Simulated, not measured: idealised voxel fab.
process module | voxel tone inversion
cross-section cut | 215 nm wide | cells 5 nm
A cross-section is a grid of square cells, given in bands from the top down. A band is one or more rows of cells.
Each band's line starts with the height of the band's top and of its bottom, in nm. Then come its materials from left to right, each with its width in nm. One material with "throughout" fills the band from edge to edge. "air" is empty space.
Height 0 is the level under which the wafer as received is all one material. The lowest band goes on downwards, as in "0 down".
A width such as "30 to 40" changes by the same amount from each row of cells to the next, from the band's top row to its bottom row.
"no change" after a step means that no cell of the cross-section changed.
closed voids: empty space of 8 cells or more with no open way to the top, each as width x height at its distance from the left edge, in nm
after a step's settings: what the simulator itself notes on the step
overlay nm, on a step with a mask: how far to the right of its planned place the mask lay; to the left if negative
plan
1 op RECEIVE | material Si
2 op CONFORMAL_DEP | material SiN | thk nm 5
3 op DIRECTIONAL_DEP | material aC | thk nm 15
4 op PATTERN | tone cover | mask id POSTS | material resist | width nm 20 | pitch nm 50 | thk nm 20 | overlay nm 0
5 op DIRECTIONAL_ETCH | etch materials aC | depth nm 15
6 op STRIP | etch materials resist
7 op FILL_DEP | material lowk | thk nm 5
8 op CMP | height nm 20
9 op STRIP | etch materials aC
first wafer, as planned
as received, after step 1
  0 down: Si throughout
  closed voids: none
after step 2
  5 to 0: SiN throughout
  below 0: unchanged
after step 3
  20 to 5: aC throughout
  below 5: unchanged
after step 4
  40 to 20: air 20 | resist 20 | air 30 | resist 20 | air 30 | resist 20 | air 30 | resist 20 | air 25
  below 20: unchanged
after step 5
  25 to 20: air 20 | resist 20 | air 30 | resist 20 | air 30 | resist 20 | air 30 | resist 20 | air 25
  20 to 5: air 20 | aC 20 | air 30 | aC 20 | air 30 | aC 20 | air 30 | aC 20 | air 25
  below 5: unchanged
after step 6
  20 to 5: air 20 | aC 20 | air 30 | aC 20 | air 30 | aC 20 | air 30 | aC 20 | air 25
  below 5: unchanged
after step 7
  25 to 20: lowk throughout
  20 to 5: lowk 20 | aC 20 | lowk 30 | aC 20 | lowk 30 | aC 20 | lowk 30 | aC 20 | lowk 25
  below 5: unchanged
after step 8
  20 to 5: lowk 20 | aC 20 | lowk 30 | aC 20 | lowk 30 | aC 20 | lowk 30 | aC 20 | lowk 25
  below 5: unchanged
after step 9
  20 to 5: lowk 20 | air 20 | lowk 30 | air 20 | lowk 30 | air 20 | lowk 30 | air 20 | lowk 25
  below 5: unchanged
second wafer: like start, like plan, one mistake. Through step 3 it matches the first wafer
when step 4 should have ended
  40 to 20: air 25 | resist 15 | air 35 | resist 15 | air 35 | resist 15 | air 35 | resist 15 | air 25
  below 20: unchanged
when step 5 should have ended
  25 to 20: air 25 | resist 15 | air 35 | resist 15 | air 35 | resist 15 | air 35 | resist 15 | air 25
  20 to 5: air 25 | aC 15 | air 35 | aC 15 | air 35 | aC 15 | air 35 | aC 15 | air 25
  below 5: unchanged
when step 6 should have ended
  20 to 5: air 25 | aC 15 | air 35 | aC 15 | air 35 | aC 15 | air 35 | aC 15 | air 25
  below 5: unchanged
when step 7 should have ended
  25 to 20: lowk throughout
  20 to 5: lowk 25 | aC 15 | lowk 35 | aC 15 | lowk 35 | aC 15 | lowk 35 | aC 15 | lowk 25
  below 5: unchanged
when step 8 should have ended
  20 to 5: lowk 25 | aC 15 | lowk 35 | aC 15 | lowk 35 | aC 15 | lowk 35 | aC 15 | lowk 25
  below 5: unchanged
when step 9 should have ended
  20 to 5: lowk 25 | air 15 | lowk 35 | air 15 | lowk 35 | air 15 | lowk 35 | air 15 | lowk 25
  below 5: unchanged
what went wrong: step 4 ran as: op PATTERN | tone cover | mask id POSTS | material resist | width nm 15 | pitch nm 50 | thk nm 20 | overlay nm 0
at the end the second wafer has, in cells: 12 more of lowk
